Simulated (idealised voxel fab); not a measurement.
This is a process module. Its name is voxel capacitor over wiring.
Square cells of 5 nm make up the cross-section cut, whose width is 165 nm.
Cross-section = grid of square cells, listed top down in bands; band = one or more rows. Band entry format. Leading values: height of top, height of bottom, nm. Remainder: materials in left-to-right order, each with its width in nm. Special words: "edge to edge" on a single material, which then fills the band edge to edge; "air", empty space. It should be noted that heights are counted from 0, beneath which the wafer as supplied is of one material throughout, and that the lowest band possesses no lower boundary but continues downward, as written in "0 down". A width such as "30 to 40" changes by the same amount from each row of cells to the next, from the band's top row to its bottom row. Any step labelled "no alterations made" changed none of the cells in the cross-section. For the entry "Completely sealed voids", the listed items are empty spaces with no open way to the top whose size is 8 cells or more; each item follows the pattern width x height at distance, where distance is from the left edge and all three are in nm. If you see something after the settings on a step's line, that's the simulator's own remark about that step. overlay nm: for a step with a mask, the amount by which the mask lay right of where it was planned; a negative amount means left of it.
## plan
1: RECEIVE: material Si
2: CONFORMAL_DEP: material SiO2, thk nm 15
3: CONFORMAL_DEP: material SiN, thk nm 5
4: DIRECTIONAL_DEP: material SiO2, thk nm 25
5: PATTERN: tone open, mask id METAL_1, material resist, width nm 20, pitch nm 75, thk nm 20, overlay nm 0
6: DIRECTIONAL_ETCH: etch materials SiO2, depth nm 25
7: DIRECTIONAL_ETCH: etch materials SiN, depth nm 5
8: STRIP: etch materials resist
9: CONFORMAL_DEP: material TiN, thk nm 5
10: FILL_DEP: material Ru, thk nm 5
11: CMP: height nm 45
12: EPI: material Ru, thk nm 5
13: FILL_DEP: material SiCN, thk nm 5
14: DIRECTIONAL_DEP: material SiO2, thk nm 20
15: MASKED_ETCH: tone open, mask id PLUG_1, width nm 15, etch materials SiO2, depth nm 20, overlay nm 0
16: MASKED_ETCH: tone open, mask id PLUG_1, width nm 15, etch materials SiCN, depth nm 5, overlay nm 0
17: EPI: material Ru, thk nm 10
18: EPI: material Ru, thk nm 10
19: EPI: material Ru, thk nm 5
20: DIRECTIONAL_DEP: material TiN, thk nm 5
21: DIRECTIONAL_DEP: material SiN, thk nm 5
22: DIRECTIONAL_DEP: material TiN, thk nm 5
23: DIRECTIONAL_DEP: material aC, thk nm 15
24: PATTERN: tone cover, mask id UPPER_PLATE, material resist, width nm 60, thk nm 30, overlay nm -15
25: DIRECTIONAL_ETCH: etch materials aC, depth nm 15
26: STRIP: etch materials resist
27: DIRECTIONAL_ETCH: etch materials TiN, depth nm 5
28: DIRECTIONAL_ETCH: etch materials SiN, depth nm 5
29: STRIP: etch materials aC
30: MASKED_ETCH: tone cover, mask id LOWER_PLATE, width nm 70, etch materials TiN, depth nm 5, overlay nm 0
31: FILL_DEP: material SiO2, thk nm 20
32: CMP: height nm 105
33: DIRECTIONAL_DEP: material aC, thk nm 15
34: PATTERN: tone open, mask id PLUG_2, material resist, width nm 15, thk nm 35, overlay nm 0
35: DIRECTIONAL_ETCH: etch materials aC, depth nm 15
36: STRIP: etch materials resist
37: DIRECTIONAL_ETCH: etch materials SiO2, depth nm 15
38: STRIP: etch materials aC
39: CONFORMAL_DEP: material TiN, thk nm 5
40: FILL_DEP: material Ru, thk nm 5
41: CMP: height nm 105
42: CONFORMAL_DEP: material SiN, thk nm 5
All wafers enter the flow in the same state. The overlay nm at step 24 differs from wafer to wafer, and the plan gives the value for the first wafer.
## The first of several wafers as received, shown in cross-section; this is its state after step 1
0 down | Si edge to edge
Completely sealed voids: none
## Here is the cross-section of the first of several wafers at the end of the module, after its last step, step 42
110 to 105 | SiN edge to edge
105 to 95 | SiO2 50 nm  TiN 5 nm  Ru 5 nm  TiN 5 nm  SiO2 100 nm
95 to 85 | SiO2 50 to 35 nm  TiN 15 to 50 nm  SiO2 100 to 80 nm
85 to 80 | SiO2 25 nm  SiN 60 nm  SiO2 80 nm
80 to 75 | SiO2 25 nm  TiN 80 nm  SiO2 60 nm
75 to 55 | SiO2 40 nm  Ru 15 nm  SiO2 110 nm
55 to 50 | SiCN 40 nm  Ru 15 nm  SiCN 110 nm
50 to 45 | SiCN 30 nm  Ru 30 nm  SiCN 45 nm  Ru 30 nm  SiCN 30 nm
45 to 20 | SiO2 35 nm  TiN 5 nm  Ru 10 nm  TiN 5 nm  SiO2 55 nm  TiN 5 nm  Ru 10 nm  TiN 5 nm  SiO2 35 nm
20 to 15 | SiN 35 nm  TiN 20 nm  SiN 55 nm  TiN 20 nm  SiN 35 nm
15 to 0 | SiO2 edge to edge
0 down | Si edge to edge
Completely sealed voids: none
## Cross-section, module end, final of several wafers
110 to 105 | SiN edge to edge
105 to 95 | SiO2 50 nm  TiN 5 nm  Ru 5 nm  TiN 5 nm  SiO2 100 nm
95 to 85 | SiO2 50 to 55 nm  TiN 15 to 50 nm  SiO2 100 to 60 nm
85 to 80 | SiO2 55 nm  SiN 60 nm  SiO2 50 nm
80 to 75 | SiO2 35 nm  TiN 80 nm  SiO2 50 nm
75 to 55 | SiO2 40 nm  Ru 15 nm  SiO2 110 nm
55 to 50 | SiCN 40 nm  Ru 15 nm  SiCN 110 nm
50 to 45 | SiCN 30 nm  Ru 30 nm  SiCN 45 nm  Ru 30 nm  SiCN 30 nm
45 to 20 | SiO2 35 nm  TiN 5 nm  Ru 10 nm  TiN 5 nm  SiO2 55 nm  TiN 5 nm  Ru 10 nm  TiN 5 nm  SiO2 35 nm
20 to 15 | SiN 35 nm  TiN 20 nm  SiN 55 nm  TiN 20 nm  SiN 35 nm
15 to 0 | SiO2 edge to edge
0 down | Si edge to edge
Completely sealed voids: none
## each wafer at the end: cells of each material gained (+) or lost (-) since it was received, then its closed voids
overlay nm -15 | +49 Ru | +51 SiCN | +70 SiN | +495 SiO2 | +61 TiN | Completely sealed voids: none
overlay nm -10 | +49 Ru | +51 SiCN | +70 SiN | +495 SiO2 | +61 TiN | Completely sealed voids: none
overlay nm -5 | +49 Ru | +51 SiCN | +70 SiN | +495 SiO2 | +61 TiN | Completely sealed voids: none
overlay nm 0 | +49 Ru | +51 SiCN | +70 SiN | +495 SiO2 | +61 TiN | Completely sealed voids: none
overlay nm 5 | +49 Ru | +51 SiCN | +70 SiN | +495 SiO2 | +61 TiN | Completely sealed voids: none
overlay nm 10 | +49 Ru | +51 SiCN | +70 SiN | +495 SiO2 | +61 TiN | Completely sealed voids: none
overlay nm 15 | +49 Ru | +51 SiCN | +70 SiN | +495 SiO2 | +61 TiN | Completely sealed voids: none
